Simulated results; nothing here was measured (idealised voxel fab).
The process module that follows is named voxel transistor to metal.
The figure presents cross-section cut, which has a width of 160 nm and is divided into square cells with an edge length of 5 nm.
Heads up, the way a cross-section reads in here is a grid of square cells, handed over as bands from the top down, with every band being one or more rows of cells. This entry defines a band. It first specifies the height of the band's top and the height of its bottom in nm, and then specifies the band's materials from left to right, stating each material with its width in nm. The word "full width" identifies a single material that fills the band from edge to edge, while the word "blank" identifies empty space. Counting heights begins at 0, where everything beneath is, in the wafer as received, one material. The lowest band has no bottom; it goes on downwards, as "from 0 down" shows. Top row gets the first number, bottom row gets the second, and each row in between changes by the same step: that is how a band width like "30..40" works. "no change" (step): cross-section cells unchanged, all of them. If an empty space has no open way to the top and is at least 8 cells in size, "Closed void roster" lists it, written width x height at distance, where distance is measured from the left edge and every value is in nm. Anything after a step's settings on that line? It's the simulator's own note about the step. A step's line can hold "overlay nm"; with a mask on that step, the setting says how far right of the planned place the mask lay, while a negative setting says it lay to the left.

# List of planned process steps
| 1 | op RECEIVE | material Si |
| 2 | op OXIDIZE | depth nm 5 |
| 3 | op CONFORMAL_DEP | material SiN | thk nm 15 |
| 4 | op PATTERN | tone cover | mask id ACTIVE | material resist | width nm 120 | thk nm 15 | overlay nm 0 |
| 5 | op DIRECTIONAL_ETCH | etch materials SiN | depth nm 15 |
| 6 | op DIRECTIONAL_ETCH | etch materials SiO2 | depth nm 5 |
| 7 | op DIRECTIONAL_ETCH | etch materials Si | depth nm 35 |
| 8 | op STRIP | etch materials resist |
| 9 | op OXIDIZE | depth nm 5 |
| 10 | op FILL_DEP | material SiO2 | thk nm 5 |
| 11 | op CMP | height nm 15 |
| 12 | op SELECTIVE_ETCH | etch materials SiO2 | depth nm 5 |
| 13 | op STRIP | etch materials SiN |
| 14 | op SELECTIVE_ETCH | etch materials SiO2 | depth nm 5 |
| 15 | op OXIDIZE | depth nm 5 |
| 16 | op DIRECTIONAL_DEP | material polySi | thk nm 20 |
| 17 | op DIRECTIONAL_DEP | material SiCN | thk nm 10 |
| 18 | op MASKED_ETCH | tone cover | mask id GATE | width nm 30 | etch materials SiCN | depth nm 20 | overlay nm 0 |
| 19 | op MASKED_ETCH | tone cover | mask id GATE | width nm 30 | etch materials polySi | depth nm 30 | overlay nm 0 |
| 20 | op CONFORMAL_DEP | material SiO2 | thk nm 5 |
| 21 | op DIRECTIONAL_ETCH | etch materials SiO2 | depth nm 5 |
| 22 | op CONFORMAL_DEP | material SiN | thk nm 5 |
| 23 | op DIRECTIONAL_ETCH | etch materials SiN | depth nm 5 |
| 24 | op DIRECTIONAL_ETCH | etch materials SiO2 | depth nm 5 |
| 25 | op DIRECTIONAL_ETCH | etch materials Si | depth nm 15 |
| 26 | op EPI | material SiGe | thk nm 20 |
| 27 | op FILL_DEP | material SiO2 | thk nm 10 |
| 28 | op CMP | height nm 15 |
| 29 | op STRIP | etch materials polySi |
| 30 | op SELECTIVE_ETCH | etch materials SiO2 | depth nm 5 |
| 31 | op CONFORMAL_DEP | material HfO2 | thk nm 5 |
| 32 | op CONFORMAL_DEP | material TiN | thk nm 5 |
| 33 | op FILL_DEP | material W | thk nm 10 |
| 34 | op CMP | height nm 10 |
| 35 | op DIRECTIONAL_DEP | material SiO2 | thk nm 10 |
| 36 | op PATTERN | tone open | mask id CONTACT | material resist | width nm 20 | pitch nm 90 | thk nm 15 | overlay nm 0 |
| 37 | op DIRECTIONAL_ETCH | etch materials SiO2 | depth nm 25 |
| 38 | op STRIP | etch materials resist |
| 39 | op CONFORMAL_DEP | material TiN | thk nm 5 |
| 40 | op FILL_DEP | material W | thk nm 5 |
| 41 | op CMP | height nm 20 |
| 42 | op DIRECTIONAL_DEP | material TiN | thk nm 5 |
| 43 | op DIRECTIONAL_DEP | material W | thk nm 20 |
| 44 | op PATTERN | tone cover | mask id METAL_1 | material resist | width nm 20 | pitch nm 90 | thk nm 20 | overlay nm 0 |
| 45 | op DIRECTIONAL_ETCH | etch materials W | depth nm 20 |
| 46 | op DIRECTIONAL_ETCH | etch materials TiN | depth nm 5 |
| 47 | op STRIP | etch materials resist |
| 48 | op CONFORMAL_DEP | material SiN | thk nm 5 |
| 49 | op FILL_DEP | material SiO2 | thk nm 10 |
| 50 | op CMP | height nm 45 |
| 51 | op CONFORMAL_DEP | material SiCN | thk nm 5 |
| 52 | op DIRECTIONAL_DEP | material SiO2 | thk nm 35 |
| 53 | op PATTERN | tone open | mask id METAL_2_HOLES | material resist | width nm 15 | pitch nm 90 | thk nm 20 | overlay nm 0 |
| 54 | op DIRECTIONAL_ETCH | etch materials SiO2 | depth nm 35 |
| 55 | op STRIP | etch materials resist |
| 56 | op PATTERN | tone open | mask id METAL_2 | material resist | width nm 20 | pitch nm 90 | thk nm 15 | overlay nm 0 |
| 57 | op DIRECTIONAL_ETCH | etch materials SiO2 | depth nm 20 |
| 58 | op DIRECTIONAL_ETCH | etch materials SiCN | depth nm 5 |
| 59 | op STRIP | etch materials resist |
| 60 | op CONFORMAL_DEP | material TiN | thk nm 5 |
| 61 | op FILL_DEP | material Cu | thk nm 10 |
| 62 | op CMP | height nm 85 |
| 63 | op CONFORMAL_DEP | material SiCN | thk nm 5 |

# Shown in cross-section is the wafer as received, that is, as it stands after step 1
    from 0 down | Si full width
    Closed void roster: none

# Same starting wafer, same plan as above, one mistake in the execution; this is the cross-section at the end of the module
    from 90 to 85 | SiCN full width
    from 85 to 70 | 25 SiO2  5 TiN  10 Cu  5 TiN  70 SiO2  5 TiN  10 Cu  5 TiN  25 SiO2
    from 70 to 65 | 25 SiO2  5 TiN  5 Cu  10 TiN  70 SiO2  5 TiN  5 Cu  10 TiN  25 SiO2
    from 65 to 50 | 25 SiO2  5 TiN  5 Cu  5 TiN  75 SiO2  5 TiN  5 Cu  5 TiN  30 SiO2
    from 50 to 45 | 25 SiCN  15 TiN  75 SiCN  15 TiN  30 SiCN
    from 45 to 25 | 20 SiO2  5 SiN  25 W  5 SiN  55 SiO2  5 SiN  25 W  5 SiN  15 SiO2
    from 25 to 20 | 25 SiN  25 TiN  65 SiN  25 TiN  20 SiN
    from 20 to 15 | 25 SiO2  5 TiN  10 W  5 TiN  70 SiO2  5 TiN  10 W  5 TiN  25 SiO2
    from 15 to 10 | 25 SiO2  20 TiN  70 SiO2  20 TiN  25 SiO2
    from 10 to 5 | 25 SiO2  10 TiN  20 SiGe  5 SiN  5 HfO2  5 TiN  20 W  5 TiN  5 HfO2  5 SiN  20 SiGe  10 TiN  25 SiO2
    from 5 to 0 | 20 SiO2  5 SiN  10 TiN  20 SiGe  5 SiN  5 HfO2  5 TiN  20 W  5 TiN  5 HfO2  5 SiN  20 SiGe  10 TiN  5 SiN  20 SiO2
    from 0 to -5 | 20 SiO2  5 SiN  10 TiN  20 SiGe  5 SiN  5 HfO2  30 TiN  5 HfO2  5 SiN  20 SiGe  10 TiN  5 SiN  20 SiO2
    from -5 to -10 | 25 SiO2  30 SiGe  5 SiO2  40 HfO2  5 SiO2  30 SiGe  25 SiO2
    from -10 to -25 | 25 SiO2  30 SiGe  50 Si  30 SiGe  25 SiO2
    from -25 to -45 | 25 SiO2  110 Si  25 SiO2
    from -45 down | Si full width
    Closed void roster: none
Which mistake was made when the wafer was run? off-plan run, step 44, actual operation and settings op PATTERN | tone cover | mask id METAL_1 | material resist | width nm 25 | pitch nm 90 | thk nm 20 | overlay nm 0
